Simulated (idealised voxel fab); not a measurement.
Title: Process Module voxel self aligned contacts
265 nm wide, 5 nm square cells: that's cross-section cut.
Cross-section spec: square-cell grid; bands listed top down; each band is one or more rows. This entry defines a band. It first specifies the height of the band's top and the height of its bottom in nm, and then specifies the band's materials from left to right, stating each material with its width in nm. The word "everywhere" identifies a single material that fills the band from edge to edge, while the word "air" identifies empty space. Height reference: 0 = level under which incoming wafer is all one material. Lowest band: no bottom, runs on downward, e.g. "0 down". Width: "30..40" (first number = top row, second number = bottom row, same change from row to row of cells). Key: "remained the same" - step with no changed cell in the cross-section. "Enclosed internal cavities": empty spaces of 8 cells or more with no open way to the top, each given as width x height at distance, distance from the left edge, all in nm. What comes after the settings on a step's line is commentary from the simulator itself on that step. overlay nm: right-of-plan distance of the mask on a masked step; negative values mean left-of-plan.
These are the steps we planned for the process:
1,op RECEIVE | material Si
2,op OXIDIZE | depth nm 5
3,op DIRECTIONAL_DEP | material polySi | thk nm 20
4,op DIRECTIONAL_DEP | material SiN | thk nm 20
5,op MASKED_ETCH | tone cover | mask id GATE | width nm 35 | pitch nm 60 | etch materials SiN | depth nm 20 | overlay nm 0
6,op MASKED_ETCH | tone cover | mask id GATE | width nm 35 | pitch nm 60 | etch materials polySi | depth nm 20 | overlay nm 0
7,op CONFORMAL_DEP | material SiN | thk nm 5
8,op DIRECTIONAL_ETCH | etch materials SiN | depth nm 5
9,op FILL_DEP | material SiO2 | thk nm 10
10,op CMP | height nm 45
11,op PATTERN | tone open | mask id CONTACT | material resist | width nm 45 | thk nm 20 | overlay nm 0
12,op DIRECTIONAL_ETCH | etch materials SiO2 | depth nm 50
13,op STRIP | etch materials resist
14,op CONFORMAL_DEP | material TiN | thk nm 5
15,op FILL_DEP | material W | thk nm 10
16,op CMP | height nm 45
17,op CONFORMAL_DEP | material SiN | thk nm 5
Concerning the first of two wafers, which was run in accordance with the plan:
as received, after step 1:
> 0 down: Si everywhere
> Enclosed internal cavities: none
Cross-section of the wafer subsequent to step 2:
> 0 to -5: SiO2 everywhere
> For the remainder of the cross-section, below -5, there is no change.
Cross-section of the wafer subsequent to step 3:
> 20 to 0: polySi everywhere
> For the remainder of the cross-section, below 0, there is no change.
Cross-section of the wafer subsequent to step 4:
> 40 to 20: SiN everywhere
> For the remainder of the cross-section, below 20, there is no change.
Cross-section of the wafer subsequent to step 5:
> 40 to 20: 85 air | 35 SiN | 25 air | 35 SiN | 85 air
> For the remainder of the cross-section, below 20, there is no change.
Cross-section of the wafer subsequent to step 6:
> 40 to 20: 85 air | 35 SiN | 25 air | 35 SiN | 85 air
> 20 to 0: 85 air | 35 polySi | 25 air | 35 polySi | 85 air
> For the remainder of the cross-section, below 0, there is no change.
Cross-section of the wafer subsequent to step 7:
> 45 to 20: 80 air | 45 SiN | 15 air | 45 SiN | 80 air
> 20 to 5: 80 air | 5 SiN | 35 polySi | 5 SiN | 15 air | 5 SiN | 35 polySi | 5 SiN | 80 air
> 5 to 0: 85 SiN | 35 polySi | 25 SiN | 35 polySi | 85 SiN
> For the remainder of the cross-section, below 0, there is no change.
Cross-section of the wafer subsequent to step 8:
> 40 to 20: 80 air | 45 SiN | 15 air | 45 SiN | 80 air
> 20 to 0: 80 air | 5 SiN | 35 polySi | 5 SiN | 15 air | 5 SiN | 35 polySi | 5 SiN | 80 air
> For the remainder of the cross-section, below 0, there is no change.
Cross-section of the wafer subsequent to step 9:
> 50 to 40: SiO2 everywhere
> 40 to 20: 80 SiO2 | 45 SiN | 15 SiO2 | 45 SiN | 80 SiO2
> 20 to 0: 80 SiO2 | 5 SiN | 35 polySi | 5 SiN | 15 SiO2 | 5 SiN | 35 polySi | 5 SiN | 80 SiO2
> For the remainder of the cross-section, below 0, there is no change.
Cross-section of the wafer subsequent to step 10:
> 45 to 40: SiO2 everywhere
> For the remainder of the cross-section, below 40, there is no change.
Cross-section of the wafer subsequent to step 11:
> 65 to 45: 110 resist | 45 air | 110 resist
> For the remainder of the cross-section, below 45, there is no change.
Cross-section of the wafer subsequent to step 12:
> 65 to 45: 110 resist | 45 air | 110 resist
> 45 to 40: 110 SiO2 | 45 air | 110 SiO2
> 40 to 20: 80 SiO2 | 45 SiN | 15 air | 45 SiN | 80 SiO2
> 20 to 0: 80 SiO2 | 5 SiN | 35 polySi | 5 SiN | 15 air | 5 SiN | 35 polySi | 5 SiN | 80 SiO2
> 0 to -5: 125 SiO2 | 15 air | 125 SiO2
> For the remainder of the cross-section, below -5, there is no change.
Cross-section of the wafer subsequent to step 13:
> 45 to 40: 110 SiO2 | 45 air | 110 SiO2
> For the remainder of the cross-section, below 40, there is no change.
Cross-section of the wafer subsequent to step 14:
> 50 to 45: 115 TiN | 35 air | 115 TiN
> 45 to 40: 110 SiO2 | 20 TiN | 5 air | 20 TiN | 110 SiO2
> 40 to 20: 80 SiO2 | 45 SiN | 5 TiN | 5 air | 5 TiN | 45 SiN | 80 SiO2
> 20 to 0: 80 SiO2 | 5 SiN | 35 polySi | 5 SiN | 5 TiN | 5 air | 5 TiN | 5 SiN | 35 polySi | 5 SiN | 80 SiO2
> 0 to -5: 125 SiO2 | 15 TiN | 125 SiO2
> For the remainder of the cross-section, below -5, there is no change.
Cross-section of the wafer subsequent to step 15:
> 60 to 50: W everywhere
> 50 to 45: 115 TiN | 35 W | 115 TiN
> 45 to 40: 110 SiO2 | 20 TiN | 5 W | 20 TiN | 110 SiO2
> 40 to 20: 80 SiO2 | 45 SiN | 5 TiN | 5 W | 5 TiN | 45 SiN | 80 SiO2
> 20 to 0: 80 SiO2 | 5 SiN | 35 polySi | 5 SiN | 5 TiN | 5 W | 5 TiN | 5 SiN | 35 polySi | 5 SiN | 80 SiO2
> For the remainder of the cross-section, below 0, there is no change.
Cross-section of the wafer subsequent to step 16:
> 45 to 40: 110 SiO2 | 20 TiN | 5 W | 20 TiN | 110 SiO2
> For the remainder of the cross-section, below 40, there is no change.
Cross-section of the wafer subsequent to step 17:
> 50 to 45: SiN everywhere
> For the remainder of the cross-section, below 45, there is no change.
second wafer: like start, like plan, one mistake. Through step 10 it matches the first wafer:
Planned end of step 11: second wafer, cross-section:
> 65 to 45: 110 air | 45 resist | 110 air
> For the remainder of the cross-section, below 45, there is no change.
Planned end of step 12: second wafer, cross-section:
> 65 to 45: 110 air | 45 resist | 110 air
> 45 to 40: 110 air | 45 SiO2 | 110 air
> 40 to 20: 80 air | 45 SiN | 15 SiO2 | 45 SiN | 80 air
> 20 to 0: 80 air | 5 SiN | 35 polySi | 5 SiN | 15 SiO2 | 5 SiN | 35 polySi | 5 SiN | 80 air
> 0 to -5: 80 air | 105 SiO2 | 80 air
> For the remainder of the cross-section, below -5, there is no change.
Planned end of step 13: second wafer, cross-section:
> 45 to 40: 110 air | 45 SiO2 | 110 air
> For the remainder of the cross-section, below 40, there is no change.
Planned end of step 14: second wafer, cross-section:
> 50 to 45: 105 air | 55 TiN | 105 air
> 45 to 40: 75 air | 35 TiN | 45 SiO2 | 35 TiN | 75 air
> 40 to 20: 75 air | 5 TiN | 45 SiN | 15 SiO2 | 45 SiN | 5 TiN | 75 air
> 20 to 0: 75 air | 5 TiN | 5 SiN | 35 polySi | 5 SiN | 15 SiO2 | 5 SiN | 35 polySi | 5 SiN | 5 TiN | 75 air
> 0 to -5: 80 TiN | 105 SiO2 | 80 TiN
> For the remainder of the cross-section, below -5, there is no change.
Planned end of step 15: second wafer, cross-section:
> 60 to 50: W everywhere
> 50 to 45: 105 W | 55 TiN | 105 W
> 45 to 40: 75 W | 35 TiN | 45 SiO2 | 35 TiN | 75 W
> 40 to 20: 75 W | 5 TiN | 45 SiN | 15 SiO2 | 45 SiN | 5 TiN | 75 W
> 20 to 0: 75 W | 5 TiN | 5 SiN | 35 polySi | 5 SiN | 15 SiO2 | 5 SiN | 35 polySi | 5 SiN | 5 TiN | 75 W
> For the remainder of the cross-section, below 0, there is no change.
Planned end of step 16: second wafer, cross-section:
> 45 to 40: 75 W | 35 TiN | 45 SiO2 | 35 TiN | 75 W
> For the remainder of the cross-section, below 40, there is no change.
Planned end of step 17: second wafer, cross-section:
> 50 to 45: SiN everywhere
> For the remainder of the cross-section, below 45, there is no change.
The plan and the run diverged here: step 11 was run on a setting that differed from the plan, and what really ran there is op PATTERN | tone cover | mask id CONTACT | material resist | width nm 45 | thk nm 20 | overlay nm 0
It is noted that, at the conclusion of processing, the second wafer exhibits a higher or lower cell count for certain materials relative to the first: -296 SiO2 | +35 TiN | +261 W
